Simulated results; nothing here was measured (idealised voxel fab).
Process module under the name voxel local oxidation
Cross-section cut: width 240 nm, square cells of 5 nm.
Notation: cross-section as square-cell grid; stated in bands, top first, going down; one or more cell rows per band.
The entry gives the band's vertical extent as a top height and a bottom height in nm, then its horizontal make-up as materials from left to right, each with a width in nm. "air" stands for empty space; a single material marked "full width" fills the band edge to edge.
Heights from 0 (as-received wafer is one material below). Bottom band endless downward, as "0..down".
A width given as "30..40" starts at the first number in the band's top row and ends at the second number in its bottom row, shifting by an equal amount at every step from row to row.
It should be understood that the words "no change occurred", when stated for a given step, signify that the cross-section underwent no change in any of its cells during that step.
Reported under the label "Non-vented voids" are the empty spaces having no open way to the top and comprising 8 cells or more; the notation for each is width x height at distance, in which the distance is measured from the left edge and all three values are in nm.
Anything after a step's settings on that line? It's the simulator's own note about the step.
"overlay nm", when on a step's line for a step with a mask, measures how far to the right of its planned place the mask lay; a negative measure means to the left.
**These are the steps we planned for the process**
1 op RECEIVE | material Si
2 op OXIDIZE | depth nm 5
3 op CONFORMAL_DEP | material SiN | thk nm 15
4 op MASKED_ETCH | tone cover | mask id ACTIVE | width nm 90 | etch materials SiN | depth nm 15 | overlay nm 0
5 op SELECTIVE_ETCH | etch materials SiO2 | depth nm 5
6 op OXIDIZE | depth nm 10
7 op STRIP | etch materials SiN
**as received, after step 1**
    0..down  Si full width
    Non-vented voids: none
**Cross-sectional view of the first of the two wafers upon completion of the module, processed in accordance with the plan**
    0..-5  air (80) | SiO2 (80) | air (80)
    -5..-15  SiO2 (90) | Si (60) | SiO2 (90)
    -15..down  Si full width
    Non-vented voids: none
**Second of two wafers, module complete, sectioned: it shares the first wafer's start and plan but was run with one mistake**
    0..-5  air (80) | SiO2 (80) | air (80)
    -5..-10  SiO2 (85) | Si (70) | SiO2 (85)
    -10..down  Si full width
    Non-vented voids: none
So what did we get wrong on this run? step 6 deviated from plan and actually ran as op OXIDIZE | depth nm 5
Final cells, second wafer relative to first, materials higher or lower: 38 more of Si; 38 fewer of SiO2
